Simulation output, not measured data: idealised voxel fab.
Title: Process Module voxel self aligned vias
We display cut, a cross-section 215 nm in width whose square cells are each 5 nm.
Cross-section = grid of square cells, listed top down in bands; band = one or more rows. Basically the band line says how high the top is and how high the bottom is, in nm, and then what's in it from left to right, every material with its width in nm. Empty space shows up as "empty", and if a single material carries "full width" it runs the full band edge to edge. Note: height 0 marks the level under which the wafer is uniformly one material as received. Lowest band unbounded below, written "0 nm and below". The width entry "30->40" should be interpreted row by row: the top row of cells in the band takes the first number, the bottom row takes the second number, and the change between adjacent rows is uniform throughout. "same as before" (step): cross-section cells unchanged, all of them. The label "closed voids" introduces a list of the empty spaces, 8 cells or larger, that have no open way up to the top; each entry in it reads width x height at distance, where the distance is taken from the left edge and all three are stated in nm. On a step's line, text after the settings is the simulator commenting on that step. The "overlay nm" setting may appear on a step's line; for a step that uses a mask, it gives how far to the right of its planned position the mask lay, and a negative value indicates the left.
[Process steps - plan]
1 RECEIVE: material Si
2 CONFORMAL_DEP: material SiO2, thk nm 10
3 CONFORMAL_DEP: material SiCN, thk nm 5
4 DIRECTIONAL_DEP: material lowk, thk nm 20
5 DIRECTIONAL_DEP: material aC, thk nm 15
6 PATTERN: tone open, mask id LINES, material resist, width nm 30, pitch nm 75, thk nm 35, overlay nm 0
7 DIRECTIONAL_ETCH: etch materials aC, depth nm 15
8 STRIP: etch materials resist
9 DIRECTIONAL_ETCH: etch materials lowk, depth nm 20
10 STRIP: etch materials aC
11 CONFORMAL_DEP: material TiN, thk nm 5
12 FILL_DEP: material Ru, thk nm 10
13 CMP: height nm 35
14 SELECTIVE_ETCH: etch materials W Ru TiN, depth nm 5
15 FILL_DEP: material SiN, thk nm 5
16 CMP: height nm 35
17 DIRECTIONAL_DEP: material lowk, thk nm 15
18 DIRECTIONAL_DEP: material aC, thk nm 15
19 PATTERN: tone open, mask id VIAS, material resist, width nm 50, pitch nm 75, thk nm 30, overlay nm 0
20 DIRECTIONAL_ETCH: etch materials aC, depth nm 15
21 STRIP: etch materials resist
22 DIRECTIONAL_ETCH: etch materials lowk, depth nm 15
23 DIRECTIONAL_ETCH: etch materials SiN, depth nm 5
24 STRIP: etch materials aC
25 CONFORMAL_DEP: material TiN, thk nm 5
26 FILL_DEP: material Ru, thk nm 5
27 CMP: height nm 50
28 CONFORMAL_DEP: material SiCN, thk nm 5
[Here's what the wafer looked like in cross-section when it arrived - that's after step 1]
> 0 nm and below = Si full width
> closed voids: none
[Wafer cross-section at module end: first of two, run to plan]
> 55 nm to 50 nm = SiCN full width
> 50 nm to 40 nm = lowk (45) / TiN (5) / Ru (40) / TiN (5) / lowk (25) / TiN (5) / Ru (40) / TiN (5) / lowk (45)
> 40 nm to 35 nm = lowk (45) / TiN (15) / Ru (20) / TiN (15) / lowk (25) / TiN (15) / Ru (20) / TiN (15) / lowk (45)
> 35 nm to 30 nm = lowk (55) / TiN (30) / lowk (45) / TiN (30) / lowk (55)
> 30 nm to 20 nm = lowk (55) / TiN (5) / Ru (20) / TiN (5) / lowk (45) / TiN (5) / Ru (20) / TiN (5) / lowk (55)
> 20 nm to 15 nm = lowk (55) / TiN (30) / lowk (45) / TiN (30) / lowk (55)
> 15 nm to 10 nm = SiCN full width
> 10 nm to 0 nm = SiO2 full width
> 0 nm and below = Si full width
> closed voids: none
[Wafer two, sectioned after the module: the first wafer's start, the first wafer's plan, and one mistake in how it was run]
> 55 nm to 50 nm = SiCN full width
> 50 nm to 35 nm = lowk (45) / TiN (5) / Ru (40) / TiN (5) / lowk (25) / TiN (5) / Ru (40) / TiN (5) / lowk (45)
> 35 nm to 30 nm = lowk (45) / TiN (50) / lowk (25) / TiN (50) / lowk (45)
> 30 nm to 20 nm = lowk (45) / TiN (15) / Ru (20) / TiN (15) / lowk (25) / TiN (15) / Ru (20) / TiN (15) / lowk (45)
> 20 nm to 15 nm = lowk (55) / TiN (30) / lowk (45) / TiN (30) / lowk (55)
> 15 nm to 10 nm = SiCN full width
> 10 nm to 0 nm = SiO2 full width
> 0 nm and below = Si full width
> closed voids: none
Error vs. plan: step 22, plan: ran twice
End of process, cell counts, second wafer against first, materials with more or fewer: 8 more of Ru; 16 more of TiN; 24 fewer of lowk
